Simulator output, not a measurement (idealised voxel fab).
Proc. module: voxel gate over fins
250 nm wide, 5 nm square cells: that's cross-section cut.
When this document writes out a cross-section, it uses a grid of square cells and lists it as bands, beginning at the top and moving down, with a band standing for one or more rows of cells. For a band, the entry starts with two heights in nm, that of the top and then that of the bottom, and carries on with the band's materials in order from left to right, each alongside its width in nm; the word "edge to edge" beside a single material means it fills the band edge to edge, and "empty" means empty space. Heights are measured from 0, the level below which the as-received wafer is all one material; the lowest band has no bottom and continues downward, written as in "0 down". The notation "30->40" denotes a width that varies across the rows of cells in the band, beginning at the first number in the top row, finishing at the second number in the bottom row, and changing by an identical amount from each row to the next. When a step is marked "all unchanged", none of the cells in the cross-section changed during that step. "Sealed-off cavities" enumerates empty spaces isolated from the top, with no open way to it, that contain at least 8 cells, giving each as width x height at distance from the left edge, all three in nm. What comes after the settings on a step's line is commentary from the simulator itself on that step. A step's line can hold "overlay nm"; with a mask on that step, the setting says how far right of the planned place the mask lay, while a negative setting says it lay to the left.

Here's what the planned process steps look like
1. RECEIVE (material Si)
2. CONFORMAL_DEP (material SiN; thk nm 5)
3. PATTERN (tone cover; mask id FINS; material resist; width nm 15; pitch nm 40; thk nm 15; overlay nm 0)
4. DIRECTIONAL_ETCH (etch materials SiN; depth nm 5)
5. DIRECTIONAL_ETCH (etch materials Si; depth nm 35)
6. STRIP (etch materials resist)
7. FILL_DEP (material SiO2; thk nm 15)
8. CMP (height nm 5)
9. SELECTIVE_ETCH (etch materials SiO2; depth nm 15)
10. STRIP (etch materials SiN)
11. CONFORMAL_DEP (material HfO2; thk nm 5)
12. CONFORMAL_DEP (material TiN; thk nm 5)
13. CONFORMAL_DEP (material TiAl; thk nm 5)
14. CONFORMAL_DEP (material TiN; thk nm 5)
15. FILL_DEP (material W; thk nm 10)
16. CMP (height nm 25)
17. CONFORMAL_DEP (material SiN; thk nm 10)

Wafer cross-section on receipt, i.e. after step 1
0 down  Si edge to edge
Sealed-off cavities: none

Starting wafer: above. Plan: above. Run: one mistake. Cross-section after the module: below
35 to 25  SiN edge to edge
25 to 20  TiN edge to edge
20 to 15  TiAl edge to edge
15 to 10  TiN edge to edge
10 to 5  HfO2 (60); TiN (5); HfO2 (35); TiN (5); HfO2 (35); TiN (5); HfO2 (35); TiN (5); HfO2 (65)
5 to 0  TiAl (55); HfO2 (15); TiAl (25); HfO2 (15); TiAl (25); HfO2 (15); TiAl (25); HfO2 (15); TiAl (60)
0 to -35  TiAl (55); Si (15); TiAl (25); Si (15); TiAl (25); Si (15); TiAl (25); Si (15); TiAl (60)
-35 down  Si edge to edge
Sealed-off cavities: none
Run error: the process deviated at step 7: the operation and settings actually run there were FILL_DEP (material TiAl; thk nm 15)
